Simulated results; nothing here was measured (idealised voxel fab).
process module | voxel transistor to metal
cross-section cut | 150 nm wide | cells 5 nm
A cross-section is a grid of square cells, given in bands from the top down. A band is one or more rows of cells.
Each band's line starts with the height of the band's top and of its bottom, in nm. Then come its materials from left to right, each with its width in nm. One material with "throughout" fills the band from edge to edge. "air" is empty space.
Height 0 is the level under which the wafer as received is all one material. The lowest band goes on downwards, as in "0 down".
A width such as "30 to 40" changes by the same amount from each row of cells to the next, from the band's top row to its bottom row.
"no change" after a step means that no cell of the cross-section changed.
closed voids: empty space of 8 cells or more with no open way to the top, each as width x height at its distance from the left edge, in nm
after a step's settings: what the simulator itself notes on the step
overlay nm, on a step with a mask: how far to the right of its planned place the mask lay; to the left if negative
Each pair below shows a cross-section before one step and the cross-section after it, down to the lowest band that changed. The line under each pair gives the step between them, with its settings. The pairs can come from different runs of this module on the same starting wafer, so a pair continues from the pair above only where its "before" says so.
before
  60 to 55: air 25 | SiCN 25 | air 45 | SiCN 25 | air 30
  55 to 40: air 25 | SiCN 5 | Ru 15 | SiCN 5 | air 45 | SiCN 5 | Ru 15 | SiCN 5 | air 30
  40 to 35: SiCN 30 | TiN 15 | SiCN 55 | TiN 15 | SiCN 35
  35 to 30: SiO2 30 | TiN 5 | W 20 | TiN 5 | SiO2 25 | TiN 5 | W 20 | TiN 5 | SiO2 35
  30 to 25: SiO2 30 | TiN 30 | SiO2 25 | TiN 30 | SiO2 35
  25 to 15: SiCN 65 | SiO2 5 | SiN 5 | SiO2 5 | SiCN 70
  15 to -5: polySi 65 | SiO2 5 | SiN 5 | SiO2 5 | polySi 70
  -5 to -10: SiO2 throughout
  -10 to -30: SiO2 20 | Si 105 | SiO2 25
  -30 down: Si throughout
  closed voids: none
after
  70 to 60: lowk throughout
  60 to 55: lowk 25 | SiCN 25 | lowk 45 | SiCN 25 | lowk 30
  55 to 40: lowk 25 | SiCN 5 | Ru 15 | SiCN 5 | lowk 45 | SiCN 5 | Ru 15 | SiCN 5 | lowk 30
  below 40: unchanged
  closed voids: none
the step between: op FILL_DEP | material lowk | thk nm 10
before: the cross-section after the pair above
after
  55 to 40: lowk 25 | SiCN 5 | Ru 15 | SiCN 5 | lowk 45 | SiCN 5 | Ru 15 | SiCN 5 | lowk 30
  below 40: unchanged
  closed voids: none
the step between: op CMP | height nm 55
before: the cross-section after the pair above
after
  60 to 55: SiCN throughout
  below 55: unchanged
  closed voids: none
the step between: op CONFORMAL_DEP | material SiCN | thk nm 5
before: the cross-section after the pair above
after
  95 to 60: SiO2 throughout
  below 60: unchanged
  closed voids: none
the step between: op DIRECTIONAL_DEP | material SiO2 | thk nm 35
before: the cross-section after the pair above
after
  115 to 95: resist 30 | air 15 | resist 55 | air 15 | resist 35
  below 95: unchanged
  closed voids: none
the step between: op PATTERN | tone open | mask id METAL_2 | material resist | width nm 15 | pitch nm 70 | thk nm 20 | overlay nm 0
before: the cross-section after the pair above
after
  115 to 95: resist 30 | air 15 | resist 55 | air 15 | resist 35
  95 to 75: SiO2 30 | air 15 | SiO2 55 | air 15 | SiO2 35
  below 75: unchanged
  closed voids: none
the step between: op DIRECTIONAL_ETCH | etch materials SiO2 | depth nm 20
before: the cross-section after the pair above
after
  95 to 75: SiO2 30 | air 15 | SiO2 55 | air 15 | SiO2 35
  below 75: unchanged
  closed voids: none
the step between: op STRIP | etch materials resist
before: the cross-section after the pair above
after
  105 to 95: aC 30 | air 15 | aC 55 | air 15 | aC 35
  95 to 85: SiO2 30 | air 15 | SiO2 55 | air 15 | SiO2 35
  85 to 75: SiO2 30 | aC 15 | SiO2 55 | aC 15 | SiO2 35
  below 75: unchanged
  closed voids: none
the step between: op DIRECTIONAL_DEP | material aC | thk nm 10
before: the cross-section after the pair above
after
  135 to 105: resist 30 | air 15 | resist 55 | air 15 | resist 35
  below 105: unchanged
  closed voids: none
the step between: op PATTERN | tone open | mask id METAL_2_HOLES | material resist | width nm 15 | pitch nm 70 | thk nm 30 | overlay nm 0
before: the cross-section after the pair above
after
  125 to 105: resist 30 | air 15 | resist 55 | air 15 | resist 35
  105 to 95: aC 30 | air 15 | aC 55 | air 15 | aC 35
  95 to 75: SiO2 30 | air 15 | SiO2 55 | air 15 | SiO2 35
  below 75: unchanged
  closed voids: none
the step between: op DIRECTIONAL_ETCH | etch materials aC | depth nm 10
before: the cross-section after the pair above
after
  105 to 95: aC 30 | air 15 | aC 55 | air 15 | aC 35
  below 95: unchanged
  closed voids: none
the step between: op STRIP | etch materials resist
before: the cross-section after the pair above
after
  105 to 95: aC 30 | air 15 | aC 55 | air 15 | aC 35
  95 to 60: SiO2 30 | air 15 | SiO2 55 | air 15 | SiO2 35
  below 60: unchanged
  closed voids: none
the step between: op DIRECTIONAL_ETCH | etch materials SiO2 | depth nm 15
before: the cross-section after the pair above
after
  105 to 95: aC 30 | air 15 | aC 55 | air 15 | aC 35
  95 to 60: SiO2 30 | air 15 | SiO2 55 | air 15 | SiO2 35
  60 to 55: SiCN 30 | air 15 | SiCN 55 | air 15 | SiCN 35
  below 55: unchanged
  closed voids: none
the step between: op DIRECTIONAL_ETCH | etch materials SiCN | depth nm 5
before: the cross-section after the pair above
after
  95 to 60: SiO2 30 | air 15 | SiO2 55 | air 15 | SiO2 35
  below 60: unchanged
  closed voids: none
the step between: op STRIP | etch materials aC
before: the cross-section after the pair above
after
  100 to 95: TiN 35 | air 5 | TiN 65 | air 5 | TiN 40
  95 to 60: SiO2 30 | TiN 5 | air 5 | TiN 5 | SiO2 55 | TiN 5 | air 5 | TiN 5 | SiO2 35
  60 to 55: SiCN 30 | TiN 15 | SiCN 55 | TiN 15 | SiCN 35
  below 55: unchanged
  closed voids: none
the step between: op CONFORMAL_DEP | material TiN | thk nm 5
before: the cross-section after the pair above
after
  105 to 100: Cu throughout
  100 to 95: TiN 35 | Cu 5 | TiN 65 | Cu 5 | TiN 40
  95 to 60: SiO2 30 | TiN 5 | Cu 5 | TiN 5 | SiO2 55 | TiN 5 | Cu 5 | TiN 5 | SiO2 35
  below 60: unchanged
  closed voids: none
the step between: op FILL_DEP | material Cu | thk nm 5
before: the cross-section after the pair above
after
  95 to 60: SiO2 30 | TiN 5 | Cu 5 | TiN 5 | SiO2 55 | TiN 5 | Cu 5 | TiN 5 | SiO2 35
  below 60: unchanged
  closed voids: none
the step between: op CMP | height nm 95
before: the cross-section after the pair above
after
  100 to 95: SiCN throughout
  below 95: unchanged
  closed voids: none
the step between: op CONFORMAL_DEP | material SiCN | thk nm 5
